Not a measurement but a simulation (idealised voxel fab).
Module name: voxel capacitor over wiring (process module)
FYI the section here is cut, 155 nm wide, cells are 5 nm squares.
Cross-sections here: square-cell grids, written as top-down lists of bands, a band being one or more rows of cells.
It is stipulated that each band's entry specify, in nanometres, the height of the top of the band and then that of its bottom, followed by the materials of the band in left-to-right sequence, each together with its width in nanometres. A single material marked by the word "all across" is understood to fill the band from edge to edge; the word "blank" is understood to denote empty space.
Heads up on the height convention: 0 is the point under which the incoming wafer is all one material, and the lowest band has no bottom, it just keeps going down, like "0 -> down".
Width "30..40": first value at the band's top row of cells, second value at its bottom row, equal change from row to row.
You'll sometimes find "remains unaltered" written for a step, and that's the way of saying that nowhere in the cross-section did a cell change during that step.
"Unvented voids" specifies each empty space that is not open to the top and that occupies no fewer than 8 cells, using the form width x height at distance, the distance measured from the left edge and all three quantities in nm.
Formally, on a step line, whatever follows the settings is a remark that the simulator itself makes on the step.
"overlay nm" answers the question of how far to the right of plan the mask lay on a step that has a mask, and when it is negative the answer is to the left.
**List of planned process steps**
1. RECEIVE with material Si
2. CONFORMAL_DEP with material SiO2, thk nm 15
3. CONFORMAL_DEP with material SiN, thk nm 5
4. DIRECTIONAL_DEP with material SiO2, thk nm 25
5. DIRECTIONAL_DEP with material aC, thk nm 15
6. PATTERN with tone open, mask id METAL_1, material resist, width nm 30, pitch nm 80, thk nm 35, overlay nm 0
7. DIRECTIONAL_ETCH with etch materials aC, depth nm 15
8. STRIP with etch materials resist
9. DIRECTIONAL_ETCH with etch materials SiO2, depth nm 25
10. DIRECTIONAL_ETCH with etch materials SiN, depth nm 5
11. STRIP with etch materials aC
12. CONFORMAL_DEP with material TiN, thk nm 5
13. FILL_DEP with material Ru, thk nm 5
14. CMP with height nm 45
15. CONFORMAL_DEP with material SiCN, thk nm 5
16. DIRECTIONAL_DEP with material lowk, thk nm 15
17. MASKED_ETCH with tone open, mask id PLUG_1, width nm 15, etch materials lowk, depth nm 15, overlay nm 0
18. MASKED_ETCH with tone open, mask id PLUG_1, width nm 15, etch materials SiCN, depth nm 5, overlay nm 0
19. EPI with material Ru, thk nm 10
20. EPI with material Ru, thk nm 10
21. DIRECTIONAL_DEP with material TiN, thk nm 10
22. DIRECTIONAL_DEP with material HfO2, thk nm 5
23. DIRECTIONAL_DEP with material TiN, thk nm 10
24. DIRECTIONAL_DEP with material aC, thk nm 15
25. PATTERN with tone cover, mask id UPPER_PLATE, material resist, width nm 55, thk nm 30, overlay nm 0
26. DIRECTIONAL_ETCH with etch materials aC, depth nm 15
27. STRIP with etch materials resist
28. DIRECTIONAL_ETCH with etch materials TiN, depth nm 10
29. DIRECTIONAL_ETCH with etch materials HfO2, depth nm 5
30. STRIP with etch materials aC
31. DIRECTIONAL_DEP with material aC, thk nm 10
32. PATTERN with tone cover, mask id LOWER_PLATE, material resist, width nm 65, thk nm 30, overlay nm 0
33. DIRECTIONAL_ETCH with etch materials aC, depth nm 10
34. STRIP with etch materials resist
35. DIRECTIONAL_ETCH with etch materials TiN, depth nm 10
36. STRIP with etch materials aC
37. FILL_DEP with material SiO2, thk nm 20
38. CMP with height nm 105
39. MASKED_ETCH with tone open, mask id PLUG_2, width nm 15, etch materials SiO2, depth nm 15, overlay nm 0
40. CONFORMAL_DEP with material TiN, thk nm 5
41. FILL_DEP with material Ru, thk nm 10
42. CMP with height nm 105
43. CONFORMAL_DEP with material SiCN, thk nm 5
**Received-state cross-section, reflecting completion of step 1**
- 0 -> down  Si all across
- Unvented voids: none
**Cross-sectional result after module completion. Note: starting condition and plan are unchanged from above; one processing mistake was made**
- 110 -> 105  SiCN all across
- 105 -> 95  45 of SiO2  5 of TiN  5 of Ru  5 of TiN  95 of SiO2
- 95 -> 90  45 of SiO2  15 of TiN  95 of SiO2
- 90 -> 80  35 of SiO2  55 of TiN  65 of SiO2
- 80 -> 75  35 of SiO2  55 of HfO2  65 of SiO2
- 75 -> 65  30 of SiO2  65 of TiN  60 of SiO2
- 65 -> 50  35 of lowk  15 of Ru  105 of lowk
- 50 -> 45  35 of SiCN  15 of Ru  105 of SiCN
- 45 -> 35  20 of SiO2  5 of TiN  20 of Ru  5 of TiN  50 of SiO2  5 of TiN  20 of Ru  5 of TiN  25 of SiO2
- 35 -> 30  20 of SiN  30 of TiN  50 of SiN  30 of TiN  25 of SiN
- 30 -> 0  SiO2 all across
- 0 -> down  Si all across
- Unvented voids: none
The plan and the run diverged here: regarding the plan, step 2 was run twice
